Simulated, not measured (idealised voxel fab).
The following process module bears the name voxel gate over fins.
Displayed cross-section: cut, width of 200 nm, square cells sized 5 nm.
This document writes a cross-section as a grid whose cells are square, and gives it as bands, listed from the top down; one or more rows of cells form a band.
For a band, the entry starts with two heights in nm, that of the top and then that of the bottom, and carries on with the band's materials in order from left to right, each alongside its width in nm; the word "everywhere" beside a single material means it fills the band edge to edge, and "blank" means empty space.
Where do heights start? At 0: under that level the wafer as delivered is made of one material only. And the lowest band has no floor; it just carries on downward, as in "0 -> down".
Quick explanation for "30 to 40": the width changes in equal steps down the rows of cells, from the first number in the band's top row to the second number in its bottom row.
"no change", as given for a step, is the statement that not any cell of the cross-section underwent a change during that step.
Under "closed voids" you'll find the enclosed gaps, the ones with no way out to the top, that are 8 cells or bigger; each reads width x height at distance, with distance counted from the left edge, everything in nm.
Post-settings text on a step line: simulator's own remark regarding the step.
What "overlay nm" on a step's line means: if the step has a mask, that mask lay this far to the right of its planned place, or, when the value is negative, to the left.
# Steps planned for the process
1,RECEIVE (material Si)
2,CONFORMAL_DEP (material SiN; thk nm 10)
3,DIRECTIONAL_DEP (material aC; thk nm 15)
4,PATTERN (tone cover; mask id FINS; material resist; width nm 15; pitch nm 40; thk nm 35; overlay nm 0)
5,DIRECTIONAL_ETCH (etch materials aC; depth nm 15)
6,STRIP (etch materials resist)
7,DIRECTIONAL_ETCH (etch materials SiN; depth nm 10)
8,DIRECTIONAL_ETCH (etch materials Si; depth nm 35)
9,STRIP (etch materials aC)
10,OXIDIZE (depth nm 5)
11,FILL_DEP (material SiO2; thk nm 15)
12,CMP (height nm 10)
13,SELECTIVE_ETCH (etch materials SiO2; depth nm 25)
14,STRIP (etch materials SiN)
15,CONFORMAL_DEP (material HfO2; thk nm 5)
16,CONFORMAL_DEP (material TiN; thk nm 5)
17,CONFORMAL_DEP (material TiAl; thk nm 5)
18,CONFORMAL_DEP (material TiN; thk nm 5)
19,FILL_DEP (material W; thk nm 10)
20,CMP (height nm 25)
21,CONFORMAL_DEP (material SiCN; thk nm 5)
The wafers are alike at the start. At step 4, their width nm differs. The plan lists the first wafer's value.
# Cut through the first of several wafers as received, post step 1
  0 -> down  Si everywhere
  closed voids: none
# Module end state after final step 21: cross-section of the first of several wafers
  30 -> 25  SiCN everywhere
  25 -> 20  W everywhere
  20 -> 15  W 35 nm, TiN 125 nm, W 40 nm
  15 -> 10  W 35 nm, TiN 5 nm, TiAl 35 nm, TiN 5 nm, TiAl 35 nm, TiN 5 nm, TiAl 35 nm, TiN 5 nm, W 40 nm
  10 -> 5  W 35 nm, TiN 5 nm, TiAl 5 nm, TiN 25 nm, TiAl 5 nm, TiN 5 nm, TiAl 5 nm, TiN 25 nm, TiAl 5 nm, TiN 5 nm, TiAl 5 nm, TiN 25 nm, TiAl 5 nm, TiN 5 nm, W 40 nm
  5 -> 0  TiN 40 nm, TiAl 5 nm, TiN 5 nm, HfO2 15 nm, TiN 5 nm, TiAl 5 nm, TiN 5 nm, TiAl 5 nm, TiN 5 nm, HfO2 15 nm, TiN 5 nm, TiAl 5 nm, TiN 5 nm, TiAl 5 nm, TiN 5 nm, HfO2 15 nm, TiN 5 nm, TiAl 5 nm, TiN 45 nm
  0 -> -5  TiAl 45 nm, TiN 5 nm, HfO2 5 nm, Si 5 nm, HfO2 5 nm, TiN 5 nm, TiAl 15 nm, TiN 5 nm, HfO2 5 nm, Si 5 nm, HfO2 5 nm, TiN 5 nm, TiAl 15 nm, TiN 5 nm, HfO2 5 nm, Si 5 nm, HfO2 5 nm, TiN 5 nm, TiAl 50 nm
  -5 -> -10  TiN 50 nm, HfO2 5 nm, Si 5 nm, HfO2 5 nm, TiN 25 nm, HfO2 5 nm, Si 5 nm, HfO2 5 nm, TiN 25 nm, HfO2 5 nm, Si 5 nm, HfO2 5 nm, TiN 55 nm
  -10 -> -15  HfO2 55 nm, Si 5 nm, HfO2 35 nm, Si 5 nm, HfO2 35 nm, Si 5 nm, HfO2 60 nm
  -15 -> -40  SiO2 55 nm, Si 5 nm, SiO2 35 nm, Si 5 nm, SiO2 35 nm, Si 5 nm, SiO2 60 nm
  -40 -> down  Si everywhere
  closed voids: none
# Module end, final wafer: cross-section
  30 -> 25  SiCN everywhere
  25 -> 20  W everywhere
  20 -> 15  W 30 nm, TiN 135 nm, W 35 nm
  15 -> 10  W 30 nm, TiN 5 nm, TiAl 125 nm, TiN 5 nm, W 35 nm
  10 -> 5  W 30 nm, TiN 5 nm, TiAl 5 nm, TiN 35 nm, TiAl 5 nm, TiN 35 nm, TiAl 5 nm, TiN 35 nm, TiAl 5 nm, TiN 5 nm, W 35 nm
  5 -> 0  TiN 35 nm, TiAl 5 nm, TiN 5 nm, HfO2 25 nm, TiN 5 nm, TiAl 5 nm, TiN 5 nm, HfO2 25 nm, TiN 5 nm, TiAl 5 nm, TiN 5 nm, HfO2 25 nm, TiN 5 nm, TiAl 5 nm, TiN 40 nm
  0 -> -5  TiAl 40 nm, TiN 5 nm, HfO2 5 nm, Si 15 nm, HfO2 5 nm, TiN 5 nm, TiAl 5 nm, TiN 5 nm, HfO2 5 nm, Si 15 nm, HfO2 5 nm, TiN 5 nm, TiAl 5 nm, TiN 5 nm, HfO2 5 nm, Si 15 nm, HfO2 5 nm, TiN 5 nm, TiAl 45 nm
  -5 -> -10  TiN 45 nm, HfO2 5 nm, Si 15 nm, HfO2 5 nm, TiN 15 nm, HfO2 5 nm, Si 15 nm, HfO2 5 nm, TiN 15 nm, HfO2 5 nm, Si 15 nm, HfO2 5 nm, TiN 50 nm
  -10 -> -15  HfO2 50 nm, Si 15 nm, HfO2 25 nm, Si 15 nm, HfO2 25 nm, Si 15 nm, HfO2 55 nm
  -15 -> -40  SiO2 50 nm, Si 15 nm, SiO2 25 nm, Si 15 nm, SiO2 25 nm, Si 15 nm, SiO2 55 nm
  -40 -> down  Si everywhere
  closed voids: none
# Per wafer, end of module: cells gained (+) or lost (-) per material since receipt, then closed voids
width nm 15; +58 HfO2; -296 Si; +40 SiCN; +185 SiO2; +58 TiAl; +110 TiN; +85 W; closed voids: none
width nm 20; +58 HfO2; -272 Si; +40 SiCN; +170 SiO2; +58 TiAl; +104 TiN; +82 W; closed voids: none
width nm 25; +58 HfO2; -248 Si; +40 SiCN; +155 SiO2; +52 TiAl; +104 TiN; +79 W; closed voids: none
